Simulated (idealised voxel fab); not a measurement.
Process module under the name voxel wiring stack
We display cut, a cross-section 280 nm in width whose square cells are each 5 nm.
Cross-section format: a grid of square cells, given as bands from top to bottom; each band is one or more rows of cells. The entry gives the band's vertical extent as a top height and a bottom height in nm, then its horizontal make-up as materials from left to right, each with a width in nm. "blank" stands for empty space; a single material marked "throughout" fills the band edge to edge. All heights in this document are referenced to 0, defined as the level beneath which the wafer, as received, consists entirely of one material. The lowest band is not bounded below; it extends indefinitely downward and is written in the form "from 0 down". Note: "30->40" means the width goes from the first number (top row of the band) to the second number (bottom row) in equal steps per row of cells. The designation "remains unaltered", where it is given for a processing step, indicates that no cell of the cross-section was altered in the course of that step. Closed empty spaces (no open way to the top) of 8 cells or more are what "Fully sealed cavities" lists, each as width x height at distance from the left edge, nm for all three. Note: text after step settings on the step line = simulator remark on that step. The line of a step may include "overlay nm". On a step with a mask, this value is how far to the right of its planned place the mask lay. A negative value means the mask lay to the left.

# Planned process steps
1) RECEIVE,material Si
2) CONFORMAL_DEP,material SiO2,thk nm 10
3) DIRECTIONAL_DEP,material TiN,thk nm 5
4) DIRECTIONAL_DEP,material Ru,thk nm 20
5) PATTERN,tone cover,mask id METAL_1,material resist,width nm 20,pitch nm 40,thk nm 20,overlay nm 0
6) DIRECTIONAL_ETCH,etch materials Ru,depth nm 20
7) DIRECTIONAL_ETCH,etch materials TiN,depth nm 5
8) STRIP,etch materials resist
9) FILL_DEP,material SiO2,thk nm 10
10) CMP,height nm 35
11) CONFORMAL_DEP,material SiCN,thk nm 5
12) DIRECTIONAL_DEP,material lowk,thk nm 10
13) MASKED_ETCH,tone open,mask id PLUG_1,width nm 15,etch materials lowk,depth nm 10,overlay nm 0
14) MASKED_ETCH,tone open,mask id PLUG_1,width nm 15,etch materials SiCN,depth nm 5,overlay nm 0
15) CONFORMAL_DEP,material TiN,thk nm 5
16) FILL_DEP,material Ru,thk nm 10
17) CMP,height nm 50
18) CONFORMAL_DEP,material SiCN,thk nm 5
19) DIRECTIONAL_DEP,material SiO2,thk nm 15
20) MASKED_ETCH,tone open,mask id METAL_2,width nm 20,pitch nm 40,etch materials SiO2,depth nm 15,overlay nm 0
21) MASKED_ETCH,tone open,mask id METAL_2,width nm 20,pitch nm 40,etch materials SiCN,depth nm 5,overlay nm 0
22) CONFORMAL_DEP,material TiN,thk nm 5
23) FILL_DEP,material Ru,thk nm 10
24) CMP,height nm 70
25) EPI,material Ru,thk nm 5
26) FILL_DEP,material SiCN,thk nm 5

# Wafer at receipt (post step 1), cross-section
    from 0 down: Si throughout
    Fully sealed cavities: none

# End-of-module cross-section of the first of two wafers, processed as planned
    from 80 to 75: SiCN throughout
    from 75 to 70: SiCN (105) / Ru (30) / SiCN (10) / Ru (30) / SiCN (105)
    from 70 to 55: SiO2 (110) / TiN (5) / Ru (10) / TiN (5) / SiO2 (20) / TiN (5) / Ru (10) / TiN (5) / SiO2 (110)
    from 55 to 50: SiCN (110) / TiN (20) / SiCN (20) / TiN (20) / SiCN (110)
    from 50 to 40: lowk (110) / TiN (5) / Ru (5) / TiN (5) / lowk (155)
    from 40 to 35: SiCN (110) / TiN (15) / SiCN (155)
    from 35 to 15: SiO2 (110) / Ru (20) / SiO2 (20) / Ru (20) / SiO2 (110)
    from 15 to 10: SiO2 (110) / TiN (20) / SiO2 (20) / TiN (20) / SiO2 (110)
    from 10 to 0: SiO2 throughout
    from 0 down: Si throughout
    Fully sealed cavities: none

# Wafer two cross-section, module end. Start and plan unchanged from wafer one; one mistake made during the run
    from 80 to 75: SiCN throughout
    from 75 to 70: SiCN (115) / Ru (30) / SiCN (10) / Ru (30) / SiCN (95)
    from 70 to 60: SiO2 (120) / TiN (5) / Ru (10) / TiN (5) / SiO2 (20) / TiN (5) / Ru (10) / TiN (5) / SiO2 (100)
    from 60 to 55: SiO2 (120) / TiN (20) / SiO2 (20) / TiN (20) / SiO2 (100)
    from 55 to 50: SiCN (120) / TiN (10) / SiCN (30) / TiN (10) / SiCN (110)
    from 50 to 40: lowk (110) / TiN (5) / Ru (5) / TiN (5) / lowk (155)
    from 40 to 35: SiCN (110) / TiN (15) / SiCN (155)
    from 35 to 15: SiO2 (110) / Ru (20) / SiO2 (20) / Ru (20) / SiO2 (110)
    from 15 to 10: SiO2 (110) / TiN (20) / SiO2 (20) / TiN (20) / SiO2 (110)
    from 10 to 0: SiO2 throughout
    from 0 down: Si throughout
    Fully sealed cavities: none
In executing the process, a mistake was made relative to the plan: note that step 20 departed from the planned setting and was carried out as MASKED_ETCH,tone open,mask id METAL_2,width nm 20,pitch nm 40,etch materials SiO2,depth nm 15,overlay nm 10
The final cell counts differ between the wafers, with the second having more or fewer of some materials than the first: Ru -4 | SiCN +4
